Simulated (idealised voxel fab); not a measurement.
The name of this process module is voxel self aligned vias.
Pictured: cross-section cut, 245 nm wide, on a grid of 5 nm square cells.
This document writes a cross-section as a grid whose cells are square, and gives it as bands, listed from the top down; one or more rows of cells form a band.
The band entry comprises the height of the band's top followed by the height of its bottom, expressed in nm, and subsequently the band's materials from left to right, each stated together with its width in nm. Where a single material is marked with the word "edge to edge", that material fills the band from edge to edge. The word "blank" represents empty space.
The reference from which all heights are counted is 0, the level beneath which the as-received wafer is entirely one material; the lowest band, having no lower bound, proceeds downward and is written after the example "0..down".
You'd read "30 to 40" like this: the band's top row of cells is as wide as the first number, its bottom row is as wide as the second, and going down, every row changes width by the same amount as the row before did.
No cell of the cross-section changed in a step that is given as "remains unaltered".
"Trapped void list" contains a list of empty spaces, each no smaller than 8 cells and without an open way to the top, written in the form width x height at distance with the distance from the left edge and all three in nm.
It should be noted that, on the line of a given step, the content following the step's settings is a remark produced by the simulator itself with respect to that step.
A step's line can hold "overlay nm"; with a mask on that step, the setting says how far right of the planned place the mask lay, while a negative setting says it lay to the left.
# This section lists the process steps that were planned
1. RECEIVE,material Si
2. CONFORMAL_DEP,material SiO2,thk nm 15
3. CONFORMAL_DEP,material SiCN,thk nm 5
4. DIRECTIONAL_DEP,material SiO2,thk nm 25
5. MASKED_ETCH,tone open,mask id LINES,width nm 25,pitch nm 65,etch materials SiO2,depth nm 25,overlay nm -15
6. CONFORMAL_DEP,material TiN,thk nm 5
7. FILL_DEP,material Ru,thk nm 5
8. CMP,height nm 45
9. SELECTIVE_ETCH,etch materials W Ru TiN,depth nm 5
10. FILL_DEP,material SiN,thk nm 5
11. CMP,height nm 45
12. DIRECTIONAL_DEP,material SiO2,thk nm 15
13. DIRECTIONAL_DEP,material aC,thk nm 10
14. PATTERN,tone open,mask id VIAS,material resist,width nm 45,pitch nm 130,thk nm 25,overlay nm 0
15. DIRECTIONAL_ETCH,etch materials aC,depth nm 10
16. STRIP,etch materials resist
17. DIRECTIONAL_ETCH,etch materials SiO2,depth nm 15
18. DIRECTIONAL_ETCH,etch materials SiN,depth nm 5
19. STRIP,etch materials aC
20. CONFORMAL_DEP,material TiN,thk nm 5
21. FILL_DEP,material Ru,thk nm 10
22. CMP,height nm 60
23. CONFORMAL_DEP,material SiN,thk nm 5
Be aware that, although all wafers share a common starting state, the overlay nm at step 5 differs among them, and the plan displays the first wafer's value.
# Cross-section of the first of several received wafers, showing its state after step 1
  0..down = Si edge to edge
  Trapped void list: none
# At the end of the module, after its last step, step 23, the first of several wafers appears in cross-section as follows
  65..60 = SiN edge to edge
  60..50 = 35 of SiO2, 5 of TiN, 35 of Ru, 5 of TiN, 85 of SiO2, 5 of TiN, 35 of Ru, 5 of TiN, 35 of SiO2
  50..45 = 35 of SiO2, 5 of TiN, 10 of Ru, 30 of TiN, 85 of SiO2, 5 of TiN, 10 of Ru, 30 of TiN, 35 of SiO2
  45..40 = 30 of SiO2, 5 of SiN, 20 of TiN, 40 of SiO2, 25 of SiN, 40 of SiO2, 5 of SiN, 20 of TiN, 60 of SiO2
  40..25 = 30 of SiO2, 5 of TiN, 15 of Ru, 5 of TiN, 40 of SiO2, 5 of TiN, 15 of Ru, 5 of TiN, 40 of SiO2, 5 of TiN, 15 of Ru, 5 of TiN, 60 of SiO2
  25..20 = 30 of SiO2, 25 of TiN, 40 of SiO2, 25 of TiN, 40 of SiO2, 25 of TiN, 60 of SiO2
  20..15 = SiCN edge to edge
  15..0 = SiO2 edge to edge
  0..down = Si edge to edge
  Trapped void list: none
# Here's the last wafer cross-sectioned at the end of the module
  65..60 = SiN edge to edge
  60..50 = 35 of SiO2, 5 of TiN, 35 of Ru, 5 of TiN, 85 of SiO2, 5 of TiN, 35 of Ru, 5 of TiN, 35 of SiO2
  50..45 = 35 of SiO2, 30 of TiN, 10 of Ru, 5 of TiN, 85 of SiO2, 30 of TiN, 10 of Ru, 5 of TiN, 35 of SiO2
  45..40 = 60 of SiO2, 20 of TiN, 5 of SiN, 40 of SiO2, 25 of SiN, 40 of SiO2, 20 of TiN, 5 of SiN, 30 of SiO2
  40..25 = 60 of SiO2, 5 of TiN, 15 of Ru, 5 of TiN, 40 of SiO2, 5 of TiN, 15 of Ru, 5 of TiN, 40 of SiO2, 5 of TiN, 15 of Ru, 5 of TiN, 30 of SiO2
  25..20 = 60 of SiO2, 25 of TiN, 40 of SiO2, 25 of TiN, 40 of SiO2, 25 of TiN, 30 of SiO2
  20..15 = SiCN edge to edge
  15..0 = SiO2 edge to edge
  0..down = Si edge to edge
  Trapped void list: none
# The table below has one row for each wafer; a row shows, as of the end of the module, how many cells of each material the wafer has gained, marked (+), or lost, marked (-), since it was received, and then the wafer's closed voids
overlay nm -15 | +59 Ru | +49 SiCN | +56 SiN | +410 SiO2 | +63 TiN | Trapped void list: none
overlay nm -10 | +61 Ru | +49 SiCN | +54 SiN | +410 SiO2 | +63 TiN | Trapped void list: none
overlay nm -5 | +61 Ru | +49 SiCN | +54 SiN | +410 SiO2 | +63 TiN | Trapped void list: none
overlay nm 0 | +61 Ru | +49 SiCN | +54 SiN | +410 SiO2 | +63 TiN | Trapped void list: none
overlay nm 5 | +61 Ru | +49 SiCN | +54 SiN | +410 SiO2 | +63 TiN | Trapped void list: none
overlay nm 10 | +61 Ru | +49 SiCN | +54 SiN | +410 SiO2 | +63 TiN | Trapped void list: none
overlay nm 15 | +59 Ru | +49 SiCN | +56 SiN | +410 SiO2 | +63 TiN | Trapped void list: none
